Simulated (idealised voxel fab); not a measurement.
Proc. module: voxel local oxidation
Displayed cross-section: cut, width of 140 nm, square cells sized 5 nm.
Cross-section format: a grid of square cells, given as bands from top to bottom; each band is one or more rows of cells.
Band: top height; bottom height; in nm. Then, left to right: material with width in nm, for each material. "all across": a single material spanning edge to edge. "blank": empty space.
Height 0 is the level under which the wafer as received is all one material. The lowest band goes on downwards, as in "0 down".
Think of "30->40" as a width that walks from the first number to the second as you go down the band, top row to bottom row, taking equal-sized steps from row to row.
What does "nothing was modified" mean for a step? It means no cell of the cross-section changed in that step.
Closed-off voids of 8+ cells (no open route to the top) go in "Completely enclosed voids", written width x height at distance from the left edge, in nm.
Step line, after settings: the simulator's comment on this step.
If you see "overlay nm" on a step's line and that step has a mask, it's telling you how far right of where it was planned the mask ended up; a negative number means it went left instead.

### Planned process steps
1) RECEIVE with material Si
2) OXIDIZE with depth nm 5
3) CONFORMAL_DEP with material SiN, thk nm 10
4) PATTERN with tone cover, mask id ACTIVE, material resist, width nm 85, thk nm 15, overlay nm 0
5) DIRECTIONAL_ETCH with etch materials SiN, depth nm 10
6) STRIP with etch materials resist
7) SELECTIVE_ETCH with etch materials SiO2, depth nm 5
8) OXIDIZE with depth nm 10
9) STRIP with etch materials SiN
The wafers in this document start out alike and differ in the width nm applied at step 4; the plan shows the value used for the first wafer.

### This is how the first of several wafers looked in cross-section when it arrived, which is after step 1
	0 down  Si all across
	Completely enclosed voids: none

### Below is a per-wafer table. In it, each row describes the wafer at the end of the module by giving, for each material, the number of cells gained (+) or lost (-) since the wafer was received, and after that the closed voids of the wafer
width nm 85, -62 Si, +49 SiO2, Completely enclosed voids: none
width nm 90, -60 Si, +48 SiO2, Completely enclosed voids: none
width nm 95, -58 Si, +47 SiO2, Completely enclosed voids: none
width nm 100, -56 Si, +46 SiO2, Completely enclosed voids: none
width nm 105, -54 Si, +45 SiO2, Completely enclosed voids: none
width nm 110, -52 Si, +44 SiO2, Completely enclosed voids: none
